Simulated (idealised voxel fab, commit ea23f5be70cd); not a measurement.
Process module name: voxel transistor to metal
Section cut is 285 nm wide and gridded with 5 nm square cells.
Cross-section, as written here: a square-cell grid given band by band from the top down, where a band holds one or more rows of cells. The band entry comprises the height of the band's top followed by the height of its bottom, expressed in nm, and subsequently the band's materials from left to right, each stated together with its width in nm. Where a single material is marked with the word "edge to edge", that material fills the band from edge to edge. The word "air" represents empty space. Basically, 0 is our baseline, since under it the wafer straight out of the box is all one material. The bottom band has no lower end and keeps on going down, so it looks like "0 -> down". The two numbers in a width such as "30..40" mark its ends across the band: the first belongs to the top row of cells, the second to the bottom row, and from each row to the next the width moves by the same amount. Basically "changes: none" means that step didn't change any cell in the cross-section. Enclosed voids (no open way to top), threshold 8 cells or more, entry "Enclosed void inventory", notation width x height at distance, distance from left edge, nm. That trailing text on a step's line, after the settings, is the simulator's own remark on the step. overlay nm: how far to the right of its planned place the mask lay on this masked step (negative: to the left).
[Process steps (planned)]
1 op RECEIVE | material Si
2 op CONFORMAL_DEP | material SiO2 | thk nm 5
3 op CONFORMAL_DEP | material SiN | thk nm 10
4 op PATTERN | tone cover | mask id ACTIVE | material resist | width nm 115 | pitch nm 140 | thk nm 15 | overlay nm 0
5 op DIRECTIONAL_ETCH | etch materials SiN | depth nm 10
6 op DIRECTIONAL_ETCH | etch materials SiO2 | depth nm 5
7 op DIRECTIONAL_ETCH | etch materials Si | depth nm 25
8 op STRIP | etch materials resist
9 op OXIDIZE | depth nm 5
10 op FILL_DEP | material SiO2 | thk nm 5
11 op CMP | height nm 15
12 op SELECTIVE_ETCH | etch materials SiO2 | depth nm 5
13 op STRIP | etch materials SiN
14 op SELECTIVE_ETCH | etch materials SiO2 | depth nm 5
15 op OXIDIZE | depth nm 5
16 op DIRECTIONAL_DEP | material polySi | thk nm 25
17 op DIRECTIONAL_DEP | material SiCN | thk nm 10
18 op PATTERN | tone cover | mask id GATE | material resist | width nm 25 | pitch nm 140 | thk nm 20 | overlay nm 0
19 op DIRECTIONAL_ETCH | etch materials SiCN | depth nm 20
20 op DIRECTIONAL_ETCH | etch materials polySi | depth nm 35
21 op STRIP | etch materials resist
22 op CONFORMAL_DEP | material SiO2 | thk nm 5
23 op DIRECTIONAL_ETCH | etch materials SiO2 | depth nm 5
24 op CONFORMAL_DEP | material SiN | thk nm 10
25 op DIRECTIONAL_ETCH | etch materials SiN | depth nm 10
26 op DIRECTIONAL_ETCH | etch materials SiO2 | depth nm 5
27 op DIRECTIONAL_ETCH | etch materials Si | depth nm 5
28 op EPI | material nSi | thk nm 5
29 op FILL_DEP | material SiO2 | thk nm 5
30 op CMP | height nm 35
31 op DIRECTIONAL_DEP | material SiO2 | thk nm 10
32 op DIRECTIONAL_DEP | material aC | thk nm 10
33 op PATTERN | tone open | mask id CONTACT | material resist | width nm 35 | pitch nm 70 | thk nm 30 | overlay nm 0
34 op DIRECTIONAL_ETCH | etch materials aC | depth nm 10
35 op STRIP | etch materials resist
36 op DIRECTIONAL_ETCH | etch materials SiO2 | depth nm 50
37 op STRIP | etch materials aC
38 op CONFORMAL_DEP | material TiN | thk nm 5
39 op FILL_DEP | material W | thk nm 5
40 op CMP | height nm 45
41 op DIRECTIONAL_DEP | material TiN | thk nm 5
42 op DIRECTIONAL_DEP | material W | thk nm 25
43 op PATTERN | tone cover | mask id METAL_1 | material resist | width nm 15 | thk nm 15 | overlay nm 0
44 op DIRECTIONAL_ETCH | etch materials W | depth nm 25
45 op DIRECTIONAL_ETCH | etch materials TiN | depth nm 5
46 op STRIP | etch materials resist
47 op CONFORMAL_DEP | material SiN | thk nm 5
48 op FILL_DEP | material SiO2 | thk nm 10
49 op CMP | height nm 75
50 op CONFORMAL_DEP | material SiCN | thk nm 5
What sets these wafers apart? The width nm at step 43. They all start alike, and the plan carries the first wafer's value.
[Received wafers, first of several: cross-section after step 1]
	0 -> down  Si edge to edge
	Enclosed void inventory: none
[Per-wafer rows below. For each material: cells gained (+) or lost (-) since the wafer was received, as of end of module. Then: closed voids]
width nm 15, -148 Si, +77 SiCN, +149 SiN, +488 SiO2, +112 TiN, +160 W, +24 nSi, +50 polySi, Enclosed void inventory: none
width nm 20, -148 Si, +77 SiCN, +145 SiN, +468 SiO2, +116 TiN, +180 W, +24 nSi, +50 polySi, Enclosed void inventory: none
width nm 25, -148 Si, +77 SiCN, +141 SiN, +448 SiO2, +120 TiN, +200 W, +24 nSi, +50 polySi, Enclosed void inventory: none
width nm 30, -148 Si, +77 SiCN, +137 SiN, +428 SiO2, +124 TiN, +220 W, +24 nSi, +50 polySi, Enclosed void inventory: none
